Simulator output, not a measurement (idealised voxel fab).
Process module under the name voxel fin reveal
The cross-section shown here is cut; it is 275 nm wide and divided into square cells measuring 5 nm on a side.
A cross-section in this document is a grid of square cells, and it is written down as bands, the top band listed before the ones below it; a band is made up of one or more rows of cells. First you get the band's top height and its bottom height, in nm, and then the materials it's made of, left to right, with each width in nm. If you see a single material with "edge to edge", that one covers the band edge to edge. "air" is empty space. Counting heights begins at 0, where everything beneath is, in the wafer as received, one material. The lowest band has no bottom; it goes on downwards, as "z 0 and below" shows. So if you see something like "30..40" for the width, read it as the top row of the band sitting at the first number and the bottom row at the second, with every row in between moving by the same amount as the last. No cell of the cross-section changed in a step that is given as "same as before". What "Fully sealed voids" gives you is every empty space of 8 cells or more that is cut off from the top. Each appears as width x height at distance, with the distance taken from the left edge and width, height and distance all in nm. Heads up: the bit after the settings on a step's line is the simulator's remark on that step. The "overlay nm" setting may appear on a step's line; for a step that uses a mask, it gives how far to the right of its planned position the mask lay, and a negative value indicates the left.

Process steps - plan:
1 RECEIVE, material Si
2 CONFORMAL_DEP, material SiN, thk nm 5
3 MASKED_ETCH, tone cover, mask id FINS, width nm 15, pitch nm 40, etch materials SiN, depth nm 5, overlay nm 0
4 MASKED_ETCH, tone cover, mask id FINS, width nm 15, pitch nm 40, etch materials Si, depth nm 30, overlay nm 0
5 OXIDIZE, depth nm 5
6 FILL_DEP, material SiO2, thk nm 15
7 CMP, height nm 5
8 SELECTIVE_ETCH, etch materials SiO2, depth nm 15
9 STRIP, etch materials SiN
10 CONFORMAL_DEP, material SiO2, thk nm 5
Wafers differ in thk nm at step 10; plan lists the first wafer's value; identical starting state.

Cross-sectional view of the first of several wafers in the as-received condition, corresponding to the state following step 1:
- z 0 and below = Si edge to edge
- Fully sealed voids: none

For your reference, the table is organized with a row per wafer; each row reflects the wafer at the end of the module, indicating for each material the cells gained (+) or lost (-) since receipt, and thereafter its closed voids:
thk nm 5 | -371 Si | +328 SiO2 | Fully sealed voids: none
thk nm 10 | -371 Si | +391 SiO2 | Fully sealed voids: none
thk nm 15 | -371 Si | +454 SiO2 | Fully sealed voids: none
thk nm 20 | -371 Si | +515 SiO2 | Fully sealed voids: none
